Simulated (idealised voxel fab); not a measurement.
Module name: voxel capacitor over wiring (process module)
Cross-sectional view cut (width: 220 nm; square cell size: 5 nm).
Heads up, the way a cross-section reads in here is a grid of square cells, handed over as bands from the top down, with every band being one or more rows of cells.
Basically the band line says how high the top is and how high the bottom is, in nm, and then what's in it from left to right, every material with its width in nm. Empty space shows up as "empty", and if a single material carries "everywhere" it runs the full band edge to edge.
We count height from 0. Below that, the starting wafer is all one material. The lowest band never ends at the bottom but goes on down; see "0 -> down" for how that is written.
Graded width ("30 to 40"): value in top row of band = first number; value in bottom row = second number; row-to-row change constant.
Reading "nothing changed" for a step: not a cell of the cross-section changed in it.
The entry titled "Enclosed void inventory" provides the empty spaces that have no open way to the top, restricted to those of 8 cells or more. Each is presented as width x height at distance, the distance being measured from the left edge, with all three in nm.
That trailing text on a step's line, after the settings, is the simulator's own remark on the step.
overlay nm: mask right of planned place by this much (step with mask). Neg. = left.

Planned process steps:
1: op RECEIVE | material Si
2: op CONFORMAL_DEP | material SiO2 | thk nm 15
3: op CONFORMAL_DEP | material SiN | thk nm 5
4: op DIRECTIONAL_DEP | material SiO2 | thk nm 15
5: op DIRECTIONAL_DEP | material aC | thk nm 10
6: op PATTERN | tone open | mask id METAL_1 | material resist | width nm 25 | pitch nm 95 | thk nm 30 | overlay nm 0
7: op DIRECTIONAL_ETCH | etch materials aC | depth nm 10
8: op STRIP | etch materials resist
9: op DIRECTIONAL_ETCH | etch materials SiO2 | depth nm 15
10: op DIRECTIONAL_ETCH | etch materials SiN | depth nm 5
11: op STRIP | etch materials aC
12: op CONFORMAL_DEP | material TiN | thk nm 5
13: op FILL_DEP | material W | thk nm 10
14: op CMP | height nm 35
15: op CONFORMAL_DEP | material SiCN | thk nm 5
16: op DIRECTIONAL_DEP | material lowk | thk nm 15
17: op MASKED_ETCH | tone open | mask id PLUG_1 | width nm 15 | etch materials lowk | depth nm 15 | overlay nm 0
18: op MASKED_ETCH | tone open | mask id PLUG_1 | width nm 15 | etch materials SiCN | depth nm 5 | overlay nm 0
19: op EPI | material Ru | thk nm 10
20: op EPI | material Ru | thk nm 10
21: op DIRECTIONAL_DEP | material TiN | thk nm 5
22: op DIRECTIONAL_DEP | material HfO2 | thk nm 5
23: op DIRECTIONAL_DEP | material TiN | thk nm 5
24: op DIRECTIONAL_DEP | material aC | thk nm 10
25: op PATTERN | tone cover | mask id UPPER_PLATE | material resist | width nm 75 | thk nm 30 | overlay nm 0
26: op DIRECTIONAL_ETCH | etch materials aC | depth nm 10
27: op STRIP | etch materials resist
28: op DIRECTIONAL_ETCH | etch materials TiN | depth nm 5
29: op DIRECTIONAL_ETCH | etch materials HfO2 | depth nm 5
30: op STRIP | etch materials aC
31: op PATTERN | tone cover | mask id LOWER_PLATE | material resist | width nm 85 | thk nm 15 | overlay nm 0
32: op DIRECTIONAL_ETCH | etch materials TiN | depth nm 5
33: op STRIP | etch materials resist
34: op FILL_DEP | material SiO2 | thk nm 20
35: op CMP | height nm 85
36: op DIRECTIONAL_DEP | material aC | thk nm 10
37: op PATTERN | tone open | mask id PLUG_2 | material resist | width nm 15 | thk nm 30 | overlay nm 0
38: op DIRECTIONAL_ETCH | etch materials aC | depth nm 10
39: op STRIP | etch materials resist
40: op DIRECTIONAL_ETCH | etch materials SiO2 | depth nm 15
41: op STRIP | etch materials aC
42: op CONFORMAL_DEP | material TiN | thk nm 5
43: op FILL_DEP | material Cu | thk nm 10
44: op CMP | height nm 85
45: op CONFORMAL_DEP | material SiCN | thk nm 5
Quick note for whoever runs this: the wafers start identical, but the width nm at step 17 isn't the same across them. The plan just shows what the first wafer had.

First of several wafers (as received, post step 1), cross-sectional view:
0 -> down | Si everywhere
Enclosed void inventory: none

Below: a row per wafer. Contents at end of module: for every material, cells gained since receipt (+) or lost since receipt (-); then closed voids:
width nm 15, +2 Cu, +15 HfO2, +12 Ru, +85 SiCN, +34 SiN, +442 SiO2, +61 TiN, +18 W, +123 lowk, Enclosed void inventory: none
width nm 20, +2 Cu, +15 HfO2, +15 Ru, +85 SiCN, +34 SiN, +442 SiO2, +61 TiN, +18 W, +120 lowk, Enclosed void inventory: none
width nm 25, +2 Cu, +15 HfO2, +18 Ru, +85 SiCN, +34 SiN, +442 SiO2, +61 TiN, +18 W, +117 lowk, Enclosed void inventory: none
width nm 30, +2 Cu, +15 HfO2, +21 Ru, +85 SiCN, +34 SiN, +442 SiO2, +61 TiN, +18 W, +114 lowk, Enclosed void inventory: none
